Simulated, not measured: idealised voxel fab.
process module | voxel self aligned vias
cross-section cut | 200 nm wide | cells 5 nm
A cross-section is a grid of square cells, given in bands from the top down. A band is one or more rows of cells.
Each band's line starts with the height of the band's top and of its bottom, in nm. Then come its materials from left to right, each with its width in nm. One material with "throughout" fills the band from edge to edge. "air" is empty space.
Height 0 is the level under which the wafer as received is all one material. The lowest band goes on downwards, as in "0 down".
A width such as "30 to 40" changes by the same amount from each row of cells to the next, from the band's top row to its bottom row.
"no change" after a step means that no cell of the cross-section changed.
closed voids: empty space of 8 cells or more with no open way to the top, each as width x height at its distance from the left edge, in nm
after a step's settings: what the simulator itself notes on the step
overlay nm, on a step with a mask: how far to the right of its planned place the mask lay; to the left if negative
plan
1 op RECEIVE | material Si
2 op CONFORMAL_DEP | material SiO2 | thk nm 10
3 op CONFORMAL_DEP | material SiCN | thk nm 5
4 op DIRECTIONAL_DEP | material SiO2 | thk nm 20
5 op MASKED_ETCH | tone open | mask id LINES | width nm 30 | pitch nm 75 | etch materials SiO2 | depth nm 20 | overlay nm 0
6 op CONFORMAL_DEP | material TiN | thk nm 5
7 op FILL_DEP | material Ru | thk nm 5
8 op CMP | height nm 35
9 op SELECTIVE_ETCH | etch materials W Ru TiN | depth nm 5
10 op FILL_DEP | material SiN | thk nm 5
11 op CMP | height nm 35
12 op DIRECTIONAL_DEP | material SiO2 | thk nm 20
13 op MASKED_ETCH | tone open | mask id VIAS | width nm 50 | pitch nm 75 | etch materials SiO2 | depth nm 20 | overlay nm 0
14 op MASKED_ETCH | tone open | mask id VIAS | width nm 50 | pitch nm 75 | etch materials SiN | depth nm 5 | overlay nm 0
15 op CONFORMAL_DEP | material TiN | thk nm 5
16 op FILL_DEP | material W | thk nm 5
17 op CMP | height nm 55
18 op CONFORMAL_DEP | material SiN | thk nm 5
first wafer, as planned
as received, after step 1
  0 down: Si throughout
  closed voids: none
after step 2
  10 to 0: SiO2 throughout
  below 0: unchanged
after step 3
  15 to 10: SiCN throughout
  below 10: unchanged
after step 4
  35 to 15: SiO2 throughout
  below 15: unchanged
after step 5
  35 to 15: SiO2 45 | air 30 | SiO2 45 | air 30 | SiO2 50
  below 15: unchanged
after step 6
  40 to 35: TiN 50 | air 20 | TiN 55 | air 20 | TiN 55
  35 to 20: SiO2 45 | TiN 5 | air 20 | TiN 5 | SiO2 45 | TiN 5 | air 20 | TiN 5 | SiO2 50
  20 to 15: SiO2 45 | TiN 30 | SiO2 45 | TiN 30 | SiO2 50
  below 15: unchanged
after step 7
  45 to 40: Ru throughout
  40 to 35: TiN 50 | Ru 20 | TiN 55 | Ru 20 | TiN 55
  35 to 20: SiO2 45 | TiN 5 | Ru 20 | TiN 5 | SiO2 45 | TiN 5 | Ru 20 | TiN 5 | SiO2 50
  below 20: unchanged
after step 8
  35 to 20: SiO2 45 | TiN 5 | Ru 20 | TiN 5 | SiO2 45 | TiN 5 | Ru 20 | TiN 5 | SiO2 50
  below 20: unchanged
after step 9
  35 to 30: SiO2 45 | air 30 | SiO2 45 | air 30 | SiO2 50
  below 30: unchanged
after step 10
  40 to 35: SiN throughout
  35 to 30: SiO2 45 | SiN 30 | SiO2 45 | SiN 30 | SiO2 50
  below 30: unchanged
after step 11
  35 to 30: SiO2 45 | SiN 30 | SiO2 45 | SiN 30 | SiO2 50
  below 30: unchanged
after step 12
  55 to 35: SiO2 throughout
  below 35: unchanged
after step 13
  55 to 35: SiO2 35 | air 50 | SiO2 25 | air 50 | SiO2 40
  below 35: unchanged
after step 14
  55 to 35: SiO2 35 | air 50 | SiO2 25 | air 50 | SiO2 40
  35 to 30: SiO2 45 | air 30 | SiO2 45 | air 30 | SiO2 50
  below 30: unchanged
after step 15
  60 to 55: TiN 40 | air 40 | TiN 35 | air 40 | TiN 45
  55 to 40: SiO2 35 | TiN 5 | air 40 | TiN 5 | SiO2 25 | TiN 5 | air 40 | TiN 5 | SiO2 40
  40 to 35: SiO2 35 | TiN 15 | air 20 | TiN 15 | SiO2 25 | TiN 15 | air 20 | TiN 15 | SiO2 40
  35 to 30: SiO2 45 | TiN 30 | SiO2 45 | TiN 30 | SiO2 50
  below 30: unchanged
after step 16
  65 to 60: W throughout
  60 to 55: TiN 40 | W 40 | TiN 35 | W 40 | TiN 45
  55 to 40: SiO2 35 | TiN 5 | W 40 | TiN 5 | SiO2 25 | TiN 5 | W 40 | TiN 5 | SiO2 40
  40 to 35: SiO2 35 | TiN 15 | W 20 | TiN 15 | SiO2 25 | TiN 15 | W 20 | TiN 15 | SiO2 40
  below 35: unchanged
after step 17
  55 to 40: SiO2 35 | TiN 5 | W 40 | TiN 5 | SiO2 25 | TiN 5 | W 40 | TiN 5 | SiO2 40
  below 40: unchanged
after step 18
  60 to 55: SiN throughout
  below 55: unchanged
second wafer: like start, like plan, one mistake. Through step 4 it matches the first wafer
when step 5 should have ended
  35 to 15: SiO2 50 | air 20 | SiO2 55 | air 20 | SiO2 55
  below 15: unchanged
when step 6 should have ended
  40 to 35: TiN 55 | air 10 | TiN 65 | air 10 | TiN 60
  35 to 20: SiO2 50 | TiN 5 | air 10 | TiN 5 | SiO2 55 | TiN 5 | air 10 | TiN 5 | SiO2 55
  20 to 15: SiO2 50 | TiN 20 | SiO2 55 | TiN 20 | SiO2 55
  below 15: unchanged
when step 7 should have ended
  45 to 40: Ru throughout
  40 to 35: TiN 55 | Ru 10 | TiN 65 | Ru 10 | TiN 60
  35 to 20: SiO2 50 | TiN 5 | Ru 10 | TiN 5 | SiO2 55 | TiN 5 | Ru 10 | TiN 5 | SiO2 55
  below 20: unchanged
when step 8 should have ended
  35 to 20: SiO2 50 | TiN 5 | Ru 10 | TiN 5 | SiO2 55 | TiN 5 | Ru 10 | TiN 5 | SiO2 55
  below 20: unchanged
when step 9 should have ended
  35 to 30: SiO2 50 | air 20 | SiO2 55 | air 20 | SiO2 55
  below 30: unchanged
when step 10 should have ended
  40 to 35: SiN throughout
  35 to 30: SiO2 50 | SiN 20 | SiO2 55 | SiN 20 | SiO2 55
  below 30: unchanged
when step 11 should have ended
  35 to 30: SiO2 50 | SiN 20 | SiO2 55 | SiN 20 | SiO2 55
  below 30: unchanged
when step 12 should have ended
  55 to 35: SiO2 throughout
  below 35: unchanged
when step 13 should have ended
  55 to 35: SiO2 35 | air 50 | SiO2 25 | air 50 | SiO2 40
  below 35: unchanged
when step 14 should have ended
  55 to 35: SiO2 35 | air 50 | SiO2 25 | air 50 | SiO2 40
  35 to 30: SiO2 50 | air 20 | SiO2 55 | air 20 | SiO2 55
  below 30: unchanged
when step 15 should have ended
  60 to 55: TiN 40 | air 40 | TiN 35 | air 40 | TiN 45
  55 to 40: SiO2 35 | TiN 5 | air 40 | TiN 5 | SiO2 25 | TiN 5 | air 40 | TiN 5 | SiO2 40
  40 to 35: SiO2 35 | TiN 20 | air 10 | TiN 20 | SiO2 25 | TiN 20 | air 10 | TiN 20 | SiO2 40
  35 to 30: SiO2 50 | TiN 20 | SiO2 55 | TiN 20 | SiO2 55
  below 30: unchanged
when step 16 should have ended
  65 to 60: W throughout
  60 to 55: TiN 40 | W 40 | TiN 35 | W 40 | TiN 45
  55 to 40: SiO2 35 | TiN 5 | W 40 | TiN 5 | SiO2 25 | TiN 5 | W 40 | TiN 5 | SiO2 40
  40 to 35: SiO2 35 | TiN 20 | W 10 | TiN 20 | SiO2 25 | TiN 20 | W 10 | TiN 20 | SiO2 40
  below 35: unchanged
when step 17 should have ended
  55 to 40: SiO2 35 | TiN 5 | W 40 | TiN 5 | SiO2 25 | TiN 5 | W 40 | TiN 5 | SiO2 40
  below 40: unchanged
when step 18 should have ended
  60 to 55: SiN throughout
  below 55: unchanged
what went wrong: step 5 ran as: op MASKED_ETCH | tone open | mask id LINES | width nm 20 | pitch nm 75 | etch materials SiO2 | depth nm 20 | overlay nm 0
at the end the second wafer has, in cells: 8 fewer of Ru | 16 more of SiO2 | 4 fewer of TiN | 4 fewer of W
